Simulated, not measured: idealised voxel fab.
A process module follows: voxel self aligned vias.
Cross-section cut: width 280 nm, square cells of 5 nm.
We lay out every cross-section as a grid of square cells and spell it out in bands from the top down, where one band means one or more rows of cells. The band entry comprises the height of the band's top followed by the height of its bottom, expressed in nm, and subsequently the band's materials from left to right, each stated together with its width in nm. Where a single material is marked with the word "full width", that material fills the band from edge to edge. The word "air" represents empty space. Heights are measured from 0, the level below which the as-received wafer is all one material; the lowest band has no bottom and continues downward, written as in "top 0, no bottom". A width such as "30 to 40" changes by the same amount from each row of cells to the next, from the band's top row to its bottom row. You'll sometimes find "no alterations made" written for a step, and that's the way of saying that nowhere in the cross-section did a cell change during that step. "Voids lacking openings" enumerates empty spaces isolated from the top, with no open way to it, that contain at least 8 cells, giving each as width x height at distance from the left edge, all three in nm. On each step's line, the part that comes after the settings is the simulator's own comment on the step. A step's line can hold "overlay nm"; with a mask on that step, the setting says how far right of the planned place the mask lay, while a negative setting says it lay to the left.
THIS SECTION LISTS THE PROCESS STEPS THAT WERE PLANNED
1 RECEIVE: material Si
2 CONFORMAL_DEP: material SiO2, thk nm 10
3 CONFORMAL_DEP: material SiCN, thk nm 5
4 DIRECTIONAL_DEP: material SiO2, thk nm 25
5 PATTERN: tone open, mask id LINES, material resist, width nm 25, pitch nm 60, thk nm 20, overlay nm 0
6 DIRECTIONAL_ETCH: etch materials SiO2, depth nm 25
7 STRIP: etch materials resist
8 CONFORMAL_DEP: material TiN, thk nm 5
9 FILL_DEP: material Ru, thk nm 10
10 CMP: height nm 40
11 SELECTIVE_ETCH: etch materials W Ru TiN, depth nm 10
12 FILL_DEP: material SiN, thk nm 5
13 CMP: height nm 40
14 DIRECTIONAL_DEP: material SiO2, thk nm 20
15 MASKED_ETCH: tone open, mask id VIAS, width nm 35, pitch nm 60, etch materials SiO2, depth nm 20, overlay nm 0
16 MASKED_ETCH: tone open, mask id VIAS, width nm 35, pitch nm 60, etch materials SiN, depth nm 10, overlay nm 0
17 CONFORMAL_DEP: material TiN, thk nm 5
18 FILL_DEP: material Ru, thk nm 5
19 CMP: height nm 60
20 CONFORMAL_DEP: material SiCN, thk nm 5
AS RECEIVED (POST STEP 1): CROSS-SECTION
  top 0, no bottom | Si full width
  Voids lacking openings: none
FIRST WAFER OF TWO, SECTIONED AT END OF MODULE; RUN WENT PER PLAN
  top 65, bottom 60 | SiCN full width
  top 60, bottom 45 | 90 of SiO2 / 5 of TiN / 25 of Ru / 5 of TiN / 25 of SiO2 / 5 of TiN / 25 of Ru / 5 of TiN / 95 of SiO2
  top 45, bottom 35 | 90 to 95 of SiO2 / 10 to 5 of TiN / 15 of Ru / 10 to 5 of TiN / 25 to 35 of SiO2 / 10 to 5 of TiN / 15 of Ru / 10 to 5 of TiN / 95 to 100 of SiO2
  top 35, bottom 30 | 95 of SiO2 / 25 of TiN / 35 of SiO2 / 25 of TiN / 100 of SiO2
  top 30, bottom 20 | 95 of SiO2 / 5 of TiN / 15 of Ru / 5 of TiN / 35 of SiO2 / 5 of TiN / 15 of Ru / 5 of TiN / 100 of SiO2
  top 20, bottom 15 | 95 of SiO2 / 25 of TiN / 35 of SiO2 / 25 of TiN / 100 of SiO2
  top 15, bottom 10 | SiCN full width
  top 10, bottom 0 | SiO2 full width
  top 0, no bottom | Si full width
  Voids lacking openings: none
CROSS-SECTION, SECOND WAFER: SAME START AS THE FIRST, SAME PLAN AS THE FIRST, ONE MISTAKE IN RUNNING IT; TAKEN AT THE END OF THE MODULE
  top 65, bottom 60 | SiCN full width
  top 60, bottom 40 | 90 of SiO2 / 5 of TiN / 25 of Ru / 5 of TiN / 25 of SiO2 / 5 of TiN / 25 of Ru / 5 of TiN / 95 of SiO2
  top 40, bottom 35 | 90 of SiN / 10 of TiN / 15 of Ru / 10 of TiN / 25 of SiN / 10 of TiN / 15 of Ru / 10 of TiN / 95 of SiN
  top 35, bottom 30 | 95 of SiO2 / 25 of TiN / 35 of SiO2 / 25 of TiN / 100 of SiO2
  top 30, bottom 15 | 95 of SiO2 / 5 of TiN / 15 of Ru / 5 of TiN / 35 of SiO2 / 5 of TiN / 15 of Ru / 5 of TiN / 100 of SiO2
  top 15, bottom 10 | 95 of SiO2 / 25 of TiN / 35 of SiO2 / 25 of TiN / 100 of SiO2
  top 10, bottom 0 | SiO2 full width
  top 0, no bottom | Si full width
  Voids lacking openings: none
What broke from the plan during processing? plan step 3 was not performed, having been skipped
Wrapping up, a cell-based count of both wafers puts the second over or under the first for these materials: 10 more of Ru; 56 fewer of SiCN; 42 more of SiN; 4 more of TiN
